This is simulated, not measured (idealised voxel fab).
You're looking at the process module voxel transistor to metal.
The width of the displayed cross-section, cut, is 165 nm; its cells are square, with a size of 5 nm.
Cross-section, as written here: a square-cell grid given band by band from the top down, where a band holds one or more rows of cells.
In this notation a band is specified by the heights of its top and bottom, in that order and in nm, after which its materials appear from left to right, each paired with its width in nm. The word "full width" attached to a single material means that material fills the band from edge to edge; the word "empty" stands for empty space.
Counting heights begins at 0, where everything beneath is, in the wafer as received, one material. The lowest band has no bottom; it goes on downwards, as "0..down" shows.
When a width is written as two numbers, as in "30 to 40", the first number is the width in the top row of cells of the band and the second is the width in its bottom row, and the width changes by the same amount from each row to the next.
Step note "no change" = no cross-section cell changed.
Under "Closed-off voids" you'll find the enclosed gaps, the ones with no way out to the top, that are 8 cells or bigger; each reads width x height at distance, with distance counted from the left edge, everything in nm.
The remark found on a step's line after its settings is issued by the simulator itself and pertains to that step.
The optional step-line setting "overlay nm" applies to steps with a mask and quantifies how far to the right of its planned location the mask lay, a negative value indicating leftward placement.

# Intended process steps
1,RECEIVE: material Si
2,CONFORMAL_DEP: material SiO2, thk nm 5
3,CONFORMAL_DEP: material SiN, thk nm 15
4,MASKED_ETCH: tone cover, mask id ACTIVE, width nm 115, etch materials SiN, depth nm 15, overlay nm 0
5,MASKED_ETCH: tone cover, mask id ACTIVE, width nm 115, etch materials SiO2, depth nm 5, overlay nm 0
6,MASKED_ETCH: tone cover, mask id ACTIVE, width nm 115, etch materials Si, depth nm 20, overlay nm 0
7,FILL_DEP: material SiO2, thk nm 15
8,CMP: height nm 20
9,SELECTIVE_ETCH: etch materials SiO2, depth nm 5
10,STRIP: etch materials SiN
11,SELECTIVE_ETCH: etch materials SiO2, depth nm 5
12,OXIDIZE: depth nm 5
13,DIRECTIONAL_DEP: material polySi, thk nm 25
14,DIRECTIONAL_DEP: material SiCN, thk nm 10
15,MASKED_ETCH: tone cover, mask id GATE, width nm 15, etch materials SiCN, depth nm 20, overlay nm 0
16,MASKED_ETCH: tone cover, mask id GATE, width nm 15, etch materials polySi, depth nm 35, overlay nm 0
17,CONFORMAL_DEP: material SiO2, thk nm 5
18,DIRECTIONAL_ETCH: etch materials SiO2, depth nm 5
19,CONFORMAL_DEP: material SiN, thk nm 10
20,DIRECTIONAL_ETCH: etch materials SiN, depth nm 10
21,DIRECTIONAL_ETCH: etch materials SiO2, depth nm 5
22,DIRECTIONAL_ETCH: etch materials Si, depth nm 5
23,EPI: material nSi, thk nm 10
24,FILL_DEP: material SiO2, thk nm 10
25,CMP: height nm 35
26,DIRECTIONAL_DEP: material SiO2, thk nm 15
27,PATTERN: tone open, mask id CONTACT, material resist, width nm 20, pitch nm 75, thk nm 20, overlay nm 0
28,DIRECTIONAL_ETCH: etch materials SiO2, depth nm 50
29,STRIP: etch materials resist
30,CONFORMAL_DEP: material TiN, thk nm 5
31,FILL_DEP: material Ru, thk nm 10
32,CMP: height nm 50
33,CONFORMAL_DEP: material SiN, thk nm 5
34,DIRECTIONAL_DEP: material lowk, thk nm 15
35,PATTERN: tone open, mask id METAL_1, material resist, width nm 20, pitch nm 75, thk nm 15, overlay nm 0
36,DIRECTIONAL_ETCH: etch materials lowk, depth nm 15
37,DIRECTIONAL_ETCH: etch materials SiN, depth nm 5
38,STRIP: etch materials resist
39,CONFORMAL_DEP: material TiN, thk nm 5
40,FILL_DEP: material Ru, thk nm 5
41,CMP: height nm 70
42,CONFORMAL_DEP: material SiCN, thk nm 5
43,DIRECTIONAL_DEP: material lowk, thk nm 25
44,MASKED_ETCH: tone open, mask id METAL_2_HOLES, width nm 15, pitch nm 75, etch materials lowk, depth nm 25, overlay nm 0
45,DIRECTIONAL_DEP: material aC, thk nm 10
46,PATTERN: tone open, mask id METAL_2, material resist, width nm 20, pitch nm 75, thk nm 25, overlay nm 0
47,DIRECTIONAL_ETCH: etch materials aC, depth nm 10
48,STRIP: etch materials resist
49,DIRECTIONAL_ETCH: etch materials lowk, depth nm 15
50,DIRECTIONAL_ETCH: etch materials SiCN, depth nm 5
51,STRIP: etch materials aC
52,CONFORMAL_DEP: material TiN, thk nm 5
53,FILL_DEP: material Ru, thk nm 10
54,CMP: height nm 100
55,CONFORMAL_DEP: material SiCN, thk nm 5
For clarity, it should be stated that the wafers under discussion commence in an identical condition and differ with respect to the thk nm of step 33, the plan indicating the value that the first wafer had.

# first wafer as received, after step 1
* 0..down: Si full width
* Closed-off voids: none

# The first of several wafers, seen in cross-section after the module's last step, step 55
* 105..100: SiCN full width
* 100..90: 35 nm lowk | 5 nm TiN | 10 nm Ru | 5 nm TiN | 55 nm lowk | 5 nm TiN | 10 nm Ru | 5 nm TiN | 35 nm lowk
* 90..85: 35 nm lowk | 5 nm TiN | 5 nm Ru | 10 nm TiN | 55 nm lowk | 5 nm TiN | 5 nm Ru | 10 nm TiN | 35 nm lowk
* 85..75: 35 nm lowk | 5 nm TiN | 5 nm Ru | 5 nm TiN | 60 nm lowk | 5 nm TiN | 5 nm Ru | 5 nm TiN | 40 nm lowk
* 75..70: 35 nm SiCN | 15 nm TiN | 60 nm SiCN | 15 nm TiN | 40 nm SiCN
* 70..55: 35 nm lowk | 5 nm TiN | 10 nm Ru | 5 nm TiN | 55 nm lowk | 5 nm TiN | 10 nm Ru | 5 nm TiN | 35 nm lowk
* 55..50: 35 nm SiN | 20 nm TiN | 55 nm SiN | 20 nm TiN | 35 nm SiN
* 50..35: 35 nm SiO2 | 5 nm TiN | 10 nm Ru | 5 nm TiN | 55 nm SiO2 | 5 nm TiN | 10 nm Ru | 5 nm TiN | 35 nm SiO2
* 35..25: 35 nm SiO2 | 5 nm TiN | 10 nm Ru | 5 nm TiN | 5 nm SiO2 | 10 nm SiN | 5 nm SiO2 | 15 nm SiCN | 5 nm SiO2 | 10 nm SiN | 5 nm SiO2 | 5 nm TiN | 10 nm Ru | 5 nm TiN | 35 nm SiO2
* 25..10: 35 nm SiO2 | 5 nm TiN | 10 nm Ru | 5 nm TiN | 5 nm SiO2 | 10 nm SiN | 5 nm SiO2 | 15 nm polySi | 5 nm SiO2 | 10 nm SiN | 5 nm SiO2 | 5 nm TiN | 10 nm Ru | 5 nm TiN | 35 nm SiO2
* 10..5: 25 nm SiO2 | 10 nm SiN | 20 nm TiN | 5 nm SiO2 | 10 nm SiN | 5 nm SiO2 | 15 nm polySi | 5 nm SiO2 | 10 nm SiN | 5 nm SiO2 | 20 nm TiN | 10 nm SiN | 25 nm SiO2
* 5..0: 25 nm SiO2 | 10 nm SiN | 10 nm nSi | 5 nm TiN | 10 nm nSi | 10 nm SiN | 5 nm SiO2 | 15 nm polySi | 5 nm SiO2 | 10 nm SiN | 10 nm nSi | 5 nm TiN | 10 nm nSi | 10 nm SiN | 25 nm SiO2
* 0..-5: 35 nm SiO2 | 25 nm nSi | 45 nm SiO2 | 25 nm nSi | 35 nm SiO2
* -5..-10: 25 nm SiO2 | 10 nm Si | 25 nm nSi | 45 nm Si | 25 nm nSi | 10 nm Si | 25 nm SiO2
* -10..-20: 25 nm SiO2 | 115 nm Si | 25 nm SiO2
* -20..down: Si full width
* Closed-off voids: none

# Final wafer cross-section at module end
* 105..100: SiCN full width
* 100..90: 35 nm lowk | 5 nm TiN | 10 nm Ru | 5 nm TiN | 55 nm lowk | 5 nm TiN | 10 nm Ru | 5 nm TiN | 35 nm lowk
* 90..85: 35 nm lowk | 5 nm TiN | 5 nm Ru | 10 nm TiN | 55 nm lowk | 5 nm TiN | 5 nm Ru | 10 nm TiN | 35 nm lowk
* 85..75: 35 nm lowk | 5 nm TiN | 5 nm Ru | 5 nm TiN | 60 nm lowk | 5 nm TiN | 5 nm Ru | 5 nm TiN | 40 nm lowk
* 75..70: 35 nm SiCN | 15 nm TiN | 60 nm SiCN | 15 nm TiN | 40 nm SiCN
* 70..65: 35 nm SiN | 20 nm TiN | 55 nm SiN | 20 nm TiN | 35 nm SiN
* 65..50: SiN full width
* 50..35: 35 nm SiO2 | 5 nm TiN | 10 nm Ru | 5 nm TiN | 55 nm SiO2 | 5 nm TiN | 10 nm Ru | 5 nm TiN | 35 nm SiO2
* 35..25: 35 nm SiO2 | 5 nm TiN | 10 nm Ru | 5 nm TiN | 5 nm SiO2 | 10 nm SiN | 5 nm SiO2 | 15 nm SiCN | 5 nm SiO2 | 10 nm SiN | 5 nm SiO2 | 5 nm TiN | 10 nm Ru | 5 nm TiN | 35 nm SiO2
* 25..10: 35 nm SiO2 | 5 nm TiN | 10 nm Ru | 5 nm TiN | 5 nm SiO2 | 10 nm SiN | 5 nm SiO2 | 15 nm polySi | 5 nm SiO2 | 10 nm SiN | 5 nm SiO2 | 5 nm TiN | 10 nm Ru | 5 nm TiN | 35 nm SiO2
* 10..5: 25 nm SiO2 | 10 nm SiN | 20 nm TiN | 5 nm SiO2 | 10 nm SiN | 5 nm SiO2 | 15 nm polySi | 5 nm SiO2 | 10 nm SiN | 5 nm SiO2 | 20 nm TiN | 10 nm SiN | 25 nm SiO2
* 5..0: 25 nm SiO2 | 10 nm SiN | 10 nm nSi | 5 nm TiN | 10 nm nSi | 10 nm SiN | 5 nm SiO2 | 15 nm polySi | 5 nm SiO2 | 10 nm SiN | 10 nm nSi | 5 nm TiN | 10 nm nSi | 10 nm SiN | 25 nm SiO2
* 0..-5: 35 nm SiO2 | 25 nm nSi | 45 nm SiO2 | 25 nm nSi | 35 nm SiO2
* -5..-10: 25 nm SiO2 | 10 nm Si | 25 nm nSi | 45 nm Si | 25 nm nSi | 10 nm Si | 25 nm SiO2
* -10..-20: 25 nm SiO2 | 115 nm Si | 25 nm SiO2
* -20..down: Si full width
* Closed-off voids: none

# What follows is a table in which each wafer occupies a row; for the wafer as it stands at the close of the module, the row states, material by material, how many cells have been gained (+) or lost (-) since receipt, and then gives its closed voids
thk nm 5 | +58 Ru | -73 Si | +66 SiCN | +61 SiN | +244 SiO2 | +90 TiN | +204 lowk | +28 nSi | +15 polySi | Closed-off voids: none
thk nm 10 | +54 Ru | -73 Si | +66 SiCN | +94 SiN | +244 SiO2 | +86 TiN | +179 lowk | +28 nSi | +15 polySi | Closed-off voids: none
thk nm 15 | +50 Ru | -73 Si | +66 SiCN | +127 SiN | +244 SiO2 | +82 TiN | +154 lowk | +28 nSi | +15 polySi | Closed-off voids: none
thk nm 20 | +46 Ru | -73 Si | +66 SiCN | +160 SiN | +244 SiO2 | +78 TiN | +129 lowk | +28 nSi | +15 polySi | Closed-off voids: none
